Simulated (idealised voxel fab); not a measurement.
Documented hereafter: the process module known as voxel self aligned contacts.
Shown is cross-section cut, with a width of 240 nm and square cells of size 5 nm.
How to read a cross-section here: the picture is a grid of square cells, written as bands going from the top down, and any band can span one or more rows of cells.
Band: top and bottom heights (nm) first, top before bottom; then materials from left to right, widths in nm. "full width" marks a sole material filling the band edge to edge. "blank" denotes empty space.
Height datum 0, below which the as-received substrate wafer is one material. Lowest band open at the bottom, running downward: "0 down".
So if you see something like "30..40" for the width, read it as the top row of the band sitting at the first number and the bottom row at the second, with every row in between moving by the same amount as the last.
The cross-section has no changed cell in any step marked "left unchanged".
Reported under the label "Voids, fully enclosed" are the empty spaces having no open way to the top and comprising 8 cells or more; the notation for each is width x height at distance, in which the distance is measured from the left edge and all three values are in nm.
after a step's settings: what the simulator itself notes on the step
You can add "overlay nm" to a step's line. For a step with a mask, it describes how far the mask lay to the right of its planned position, and a negative number describes a lay to the left.

PLANNED STEP LIST FOR THE PROCESS
1,RECEIVE: material Si
2,OXIDIZE: depth nm 5
3,DIRECTIONAL_DEP: material polySi, thk nm 30
4,DIRECTIONAL_DEP: material SiN, thk nm 20
5,DIRECTIONAL_DEP: material aC, thk nm 10
6,PATTERN: tone cover, mask id GATE, material resist, width nm 25, pitch nm 65, thk nm 30, overlay nm 0
7,DIRECTIONAL_ETCH: etch materials aC, depth nm 10
8,STRIP: etch materials resist
9,DIRECTIONAL_ETCH: etch materials SiN, depth nm 20
10,DIRECTIONAL_ETCH: etch materials polySi, depth nm 30
11,STRIP: etch materials aC
12,CONFORMAL_DEP: material SiN, thk nm 10
13,DIRECTIONAL_ETCH: etch materials SiN, depth nm 10
14,FILL_DEP: material SiO2, thk nm 15
15,CMP: height nm 60
16,DIRECTIONAL_DEP: material aC, thk nm 10
17,PATTERN: tone open, mask id CONTACT, material resist, width nm 50, thk nm 25, overlay nm 0
18,DIRECTIONAL_ETCH: etch materials aC, depth nm 10
19,STRIP: etch materials resist
20,DIRECTIONAL_ETCH: etch materials SiO2, depth nm 65
21,STRIP: etch materials aC
22,CONFORMAL_DEP: material TiN, thk nm 5
23,FILL_DEP: material W, thk nm 5
24,CMP: height nm 60
25,CONFORMAL_DEP: material SiN, thk nm 5

WHAT FOLLOWS COVERS THE FIRST OF TWO WAFERS; IT RAN AS PLANNED

WAFER AT RECEIPT (POST STEP 1), CROSS-SECTION
	0 down: Si full width
	Voids, fully enclosed: none

AFTER STEP 2: WAFER CROSS-SECTION
	0 to -5: SiO2 full width
	Whatever lies below -5 is exactly as it was before.

AFTER STEP 3: WAFER CROSS-SECTION
	30 to 0: polySi full width
	Whatever lies below 0 is exactly as it was before.

AFTER STEP 4: WAFER CROSS-SECTION
	50 to 30: SiN full width
	Whatever lies below 30 is exactly as it was before.

AFTER STEP 5: WAFER CROSS-SECTION
	60 to 50: aC full width
	Whatever lies below 50 is exactly as it was before.

AFTER STEP 6: WAFER CROSS-SECTION
	90 to 60: blank=75 | resist=25 | blank=40 | resist=25 | blank=75
	Whatever lies below 60 is exactly as it was before.

AFTER STEP 7: WAFER CROSS-SECTION
	80 to 60: blank=75 | resist=25 | blank=40 | resist=25 | blank=75
	60 to 50: blank=75 | aC=25 | blank=40 | aC=25 | blank=75
	Whatever lies below 50 is exactly as it was before.

AFTER STEP 8: WAFER CROSS-SECTION
	60 to 50: blank=75 | aC=25 | blank=40 | aC=25 | blank=75
	Whatever lies below 50 is exactly as it was before.

AFTER STEP 9: WAFER CROSS-SECTION
	60 to 50: blank=75 | aC=25 | blank=40 | aC=25 | blank=75
	50 to 30: blank=75 | SiN=25 | blank=40 | SiN=25 | blank=75
	Whatever lies below 30 is exactly as it was before.

AFTER STEP 10: WAFER CROSS-SECTION
	60 to 50: blank=75 | aC=25 | blank=40 | aC=25 | blank=75
	50 to 30: blank=75 | SiN=25 | blank=40 | SiN=25 | blank=75
	30 to 0: blank=75 | polySi=25 | blank=40 | polySi=25 | blank=75
	Whatever lies below 0 is exactly as it was before.

AFTER STEP 11: WAFER CROSS-SECTION
	50 to 30: blank=75 | SiN=25 | blank=40 | SiN=25 | blank=75
	Whatever lies below 30 is exactly as it was before.

AFTER STEP 12: WAFER CROSS-SECTION
	60 to 30: blank=65 | SiN=45 | blank=20 | SiN=45 | blank=65
	30 to 10: blank=65 | SiN=10 | polySi=25 | SiN=10 | blank=20 | SiN=10 | polySi=25 | SiN=10 | blank=65
	10 to 0: SiN=75 | polySi=25 | SiN=40 | polySi=25 | SiN=75
	Whatever lies below 0 is exactly as it was before.

AFTER STEP 13: WAFER CROSS-SECTION
	50 to 30: blank=65 | SiN=45 | blank=20 | SiN=45 | blank=65
	30 to 0: blank=65 | SiN=10 | polySi=25 | SiN=10 | blank=20 | SiN=10 | polySi=25 | SiN=10 | blank=65
	Whatever lies below 0 is exactly as it was before.

AFTER STEP 14: WAFER CROSS-SECTION
	65 to 50: SiO2 full width
	50 to 30: SiO2=65 | SiN=45 | SiO2=20 | SiN=45 | SiO2=65
	30 to 0: SiO2=65 | SiN=10 | polySi=25 | SiN=10 | SiO2=20 | SiN=10 | polySi=25 | SiN=10 | SiO2=65
	Whatever lies below 0 is exactly as it was before.

AFTER STEP 15: WAFER CROSS-SECTION
	60 to 50: SiO2 full width
	Whatever lies below 50 is exactly as it was before.

AFTER STEP 16: WAFER CROSS-SECTION
	70 to 60: aC full width
	Whatever lies below 60 is exactly as it was before.

AFTER STEP 17: WAFER CROSS-SECTION
	95 to 70: resist=95 | blank=50 | resist=95
	Whatever lies below 70 is exactly as it was before.

AFTER STEP 18: WAFER CROSS-SECTION
	85 to 70: resist=95 | blank=50 | resist=95
	70 to 60: aC=95 | blank=50 | aC=95
	Whatever lies below 60 is exactly as it was before.

AFTER STEP 19: WAFER CROSS-SECTION
	70 to 60: aC=95 | blank=50 | aC=95
	Whatever lies below 60 is exactly as it was before.

AFTER STEP 20: WAFER CROSS-SECTION
	70 to 60: aC=95 | blank=50 | aC=95
	60 to 50: SiO2=95 | blank=50 | SiO2=95
	50 to 30: SiO2=65 | SiN=45 | blank=20 | SiN=45 | SiO2=65
	30 to 0: SiO2=65 | SiN=10 | polySi=25 | SiN=10 | blank=20 | SiN=10 | polySi=25 | SiN=10 | SiO2=65
	0 to -5: SiO2=110 | blank=20 | SiO2=110
	Whatever lies below -5 is exactly as it was before.

AFTER STEP 21: WAFER CROSS-SECTION
	60 to 50: SiO2=95 | blank=50 | SiO2=95
	Whatever lies below 50 is exactly as it was before.

AFTER STEP 22: WAFER CROSS-SECTION
	65 to 60: TiN=100 | blank=40 | TiN=100
	60 to 50: SiO2=95 | TiN=5..20 | blank=40..10 | TiN=5..20 | SiO2=95
	50 to 30: SiO2=65 | SiN=45 | TiN=5 | blank=10 | TiN=5 | SiN=45 | SiO2=65
	30 to 0: SiO2=65 | SiN=10 | polySi=25 | SiN=10 | TiN=5 | blank=10 | TiN=5 | SiN=10 | polySi=25 | SiN=10 | SiO2=65
	0 to -5: SiO2=110 | TiN=20 | SiO2=110
	Whatever lies below -5 is exactly as it was before.

AFTER STEP 23: WAFER CROSS-SECTION
	70 to 65: W full width
	65 to 60: TiN=100 | W=40 | TiN=100
	60 to 50: SiO2=95 | TiN=5..20 | W=40..10 | TiN=5..20 | SiO2=95
	50 to 30: SiO2=65 | SiN=45 | TiN=5 | W=10 | TiN=5 | SiN=45 | SiO2=65
	30 to 0: SiO2=65 | SiN=10 | polySi=25 | SiN=10 | TiN=5 | W=10 | TiN=5 | SiN=10 | polySi=25 | SiN=10 | SiO2=65
	Whatever lies below 0 is exactly as it was before.

AFTER STEP 24: WAFER CROSS-SECTION
	60 to 50: SiO2=95 | TiN=5..20 | W=40..10 | TiN=5..20 | SiO2=95
	Whatever lies below 50 is exactly as it was before.

AFTER STEP 25: WAFER CROSS-SECTION
	65 to 60: SiN full width
	Whatever lies below 60 is exactly as it was before.

THE SECOND WAFER: COMMON ORIGIN AND PLAN, ONE MISTAKE IN EXECUTION, IDENTICAL TO THE FIRST THROUGH STEP 11

HERE IS THE SECOND WAFER IN CROSS-SECTION AT THE POINT WHERE STEP 12 OF THE PLAN SHOULD HAVE BEEN DONE
	60 to 50: blank=65 | W=45 | blank=20 | W=45 | blank=65
	50 to 30: blank=65 | W=10 | SiN=25 | W=10 | blank=20 | W=10 | SiN=25 | W=10 | blank=65
	30 to 10: blank=65 | W=10 | polySi=25 | W=10 | blank=20 | W=10 | polySi=25 | W=10 | blank=65
	10 to 0: W=75 | polySi=25 | W=40 | polySi=25 | W=75
	Whatever lies below 0 is exactly as it was before.

Here is the second wafer in cross-section at the point where step 13 of the plan should have been done: left unchanged

HERE IS THE SECOND WAFER IN CROSS-SECTION AT THE POINT WHERE STEP 14 OF THE PLAN SHOULD HAVE BEEN DONE
	75 to 60: SiO2 full width
	60 to 50: SiO2=65 | W=45 | SiO2=20 | W=45 | SiO2=65
	50 to 30: SiO2=65 | W=10 | SiN=25 | W=10 | SiO2=20 | W=10 | SiN=25 | W=10 | SiO2=65
	30 to 10: SiO2=65 | W=10 | polySi=25 | W=10 | SiO2=20 | W=10 | polySi=25 | W=10 | SiO2=65
	Whatever lies below 10 is exactly as it was before.

HERE IS THE SECOND WAFER IN CROSS-SECTION AT THE POINT WHERE STEP 15 OF THE PLAN SHOULD HAVE BEEN DONE
	60 to 50: SiO2=65 | W=45 | SiO2=20 | W=45 | SiO2=65
	Whatever lies below 50 is exactly as it was before.

HERE IS THE SECOND WAFER IN CROSS-SECTION AT THE POINT WHERE STEP 16 OF THE PLAN SHOULD HAVE BEEN DONE
	70 to 60: aC full width
	Whatever lies below 60 is exactly as it was before.

HERE IS THE SECOND WAFER IN CROSS-SECTION AT THE POINT WHERE STEP 17 OF THE PLAN SHOULD HAVE BEEN DONE
	95 to 70: resist=95 | blank=50 | resist=95
	Whatever lies below 70 is exactly as it was before.

HERE IS THE SECOND WAFER IN CROSS-SECTION AT THE POINT WHERE STEP 18 OF THE PLAN SHOULD HAVE BEEN DONE
	85 to 70: resist=95 | blank=50 | resist=95
	70 to 60: aC=95 | blank=50 | aC=95
	Whatever lies below 60 is exactly as it was before.

HERE IS THE SECOND WAFER IN CROSS-SECTION AT THE POINT WHERE STEP 19 OF THE PLAN SHOULD HAVE BEEN DONE
	70 to 60: aC=95 | blank=50 | aC=95
	Whatever lies below 60 is exactly as it was before.

HERE IS THE SECOND WAFER IN CROSS-SECTION AT THE POINT WHERE STEP 20 OF THE PLAN SHOULD HAVE BEEN DONE
	70 to 60: aC=95 | blank=50 | aC=95
	60 to 50: SiO2=65 | W=45 | blank=20 | W=45 | SiO2=65
	50 to 30: SiO2=65 | W=10 | SiN=25 | W=10 | blank=20 | W=10 | SiN=25 | W=10 | SiO2=65
	30 to 10: SiO2=65 | W=10 | polySi=25 | W=10 | blank=20 | W=10 | polySi=25 | W=10 | SiO2=65
	Whatever lies below 10 is exactly as it was before.

HERE IS THE SECOND WAFER IN CROSS-SECTION AT THE POINT WHERE STEP 21 OF THE PLAN SHOULD HAVE BEEN DONE
	60 to 50: SiO2=65 | W=45 | blank=20 | W=45 | SiO2=65
	Whatever lies below 50 is exactly as it was before.

HERE IS THE SECOND WAFER IN CROSS-SECTION AT THE POINT WHERE STEP 22 OF THE PLAN SHOULD HAVE BEEN DONE
	65 to 60: TiN=115 | blank=10 | TiN=115
	60 to 50: SiO2=65 | W=45 | TiN=5 | blank=10 | TiN=5 | W=45 | SiO2=65
	50 to 30: SiO2=65 | W=10 | SiN=25 | W=10 | TiN=5 | blank=10 | TiN=5 | W=10 | SiN=25 | W=10 | SiO2=65
	30 to 15: SiO2=65 | W=10 | polySi=25 | W=10 | TiN=5 | blank=10 | TiN=5 | W=10 | polySi=25 | W=10 | SiO2=65
	15 to 10: SiO2=65 | W=10 | polySi=25 | W=10 | TiN=20 | W=10 | polySi=25 | W=10 | SiO2=65
	Whatever lies below 10 is exactly as it was before.

HERE IS THE SECOND WAFER IN CROSS-SECTION AT THE POINT WHERE STEP 23 OF THE PLAN SHOULD HAVE BEEN DONE
	70 to 65: W full width
	65 to 60: TiN=115 | W=10 | TiN=115
	60 to 50: SiO2=65 | W=45 | TiN=5 | W=10 | TiN=5 | W=45 | SiO2=65
	50 to 30: SiO2=65 | W=10 | SiN=25 | W=10 | TiN=5 | W=10 | TiN=5 | W=10 | SiN=25 | W=10 | SiO2=65
	30 to 15: SiO2=65 | W=10 | polySi=25 | W=10 | TiN=5 | W=10 | TiN=5 | W=10 | polySi=25 | W=10 | SiO2=65
	Whatever lies below 15 is exactly as it was before.

HERE IS THE SECOND WAFER IN CROSS-SECTION AT THE POINT WHERE STEP 24 OF THE PLAN SHOULD HAVE BEEN DONE
	60 to 50: SiO2=65 | W=45 | TiN=5 | W=10 | TiN=5 | W=45 | SiO2=65
	Whatever lies below 50 is exactly as it was before.

HERE IS THE SECOND WAFER IN CROSS-SECTION AT THE POINT WHERE STEP 25 OF THE PLAN SHOULD HAVE BEEN DONE
	65 to 60: SiN full width
	Whatever lies below 60 is exactly as it was before.
Here's what went sideways: rather than as planned, step 12 actually ran as CONFORMAL_DEP: material W, thk nm 10
It is noted that, at the conclusion of processing, the second wafer exhibits a higher or lower cell count for certain materials relative to the first: SiN: 80 fewer, SiO2: 72 fewer, TiN: 12 fewer, W: 164 more
